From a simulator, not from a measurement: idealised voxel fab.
A process module follows: voxel tone inversion.
This is section cut - it's 280 nm across, gridded in 5 nm square cells.
Notation: cross-section as square-cell grid; stated in bands, top first, going down; one or more cell rows per band.
Band: top and bottom heights (nm) first, top before bottom; then materials from left to right, widths in nm. "edge to edge" marks a sole material filling the band edge to edge. "blank" denotes empty space.
It should be noted that heights are counted from 0, beneath which the wafer as supplied is of one material throughout, and that the lowest band possesses no lower boundary but continues downward, as written in "z 0 and below".
Width spec "30 to 40" -> top row of cells at first value, bottom row at second value, equal per-row change in between.
Key: "everything unchanged" - step with no changed cell in the cross-section.
You'll see "Fully enclosed voids" listing empty spaces that have no way open to the top, as long as they're 8 cells or more; the notation is width x height at distance, where the distance is from the left edge, and all of it is in nm.
Past the settings on a step's line: simulator remark, on that step.
"overlay nm" denotes, for a step that has a mask, the displacement of the mask to the right of its planned place, with negative values corresponding to the left.
[So here's the lineup of process steps we planned]
1) RECEIVE: material Si
2) CONFORMAL_DEP: material SiCN, thk nm 10
3) DIRECTIONAL_DEP: material aC, thk nm 20
4) PATTERN: tone cover, mask id POSTS, material resist, width nm 15, pitch nm 30, thk nm 30, overlay nm 0
5) DIRECTIONAL_ETCH: etch materials aC, depth nm 20
6) STRIP: etch materials resist
7) FILL_DEP: material SiO2, thk nm 5
8) CMP: height nm 30
9) STRIP: etch materials aC
[Incoming wafer, cross-sectional view, post step 1]
- z 0 and below: Si edge to edge
- Fully enclosed voids: none
[First of two wafers, end-of-module section, run followed plan]
- z 30 to 10: SiO2 (100); blank (15); SiO2 (15); blank (15); SiO2 (15); blank (15); SiO2 (105)
- z 10 to 0: SiCN edge to edge
- z 0 and below: Si edge to edge
- Fully enclosed voids: none
[End of module, second wafer, cross-section. Started like the first, planned like the first, run with one mistake]
- z 30 to 10: SiO2 edge to edge
- z 10 to 0: SiCN edge to edge
- z 0 and below: Si edge to edge
- Fully enclosed voids: none
It is concluded that the wafer was processed incorrectly with respect to the plan, in that rather than as planned, step 3 actually ran as DIRECTIONAL_DEP: material SiO2, thk nm 20
The second wafer ends with more or fewer cells of some materials than the first, per final count: +36 SiO2
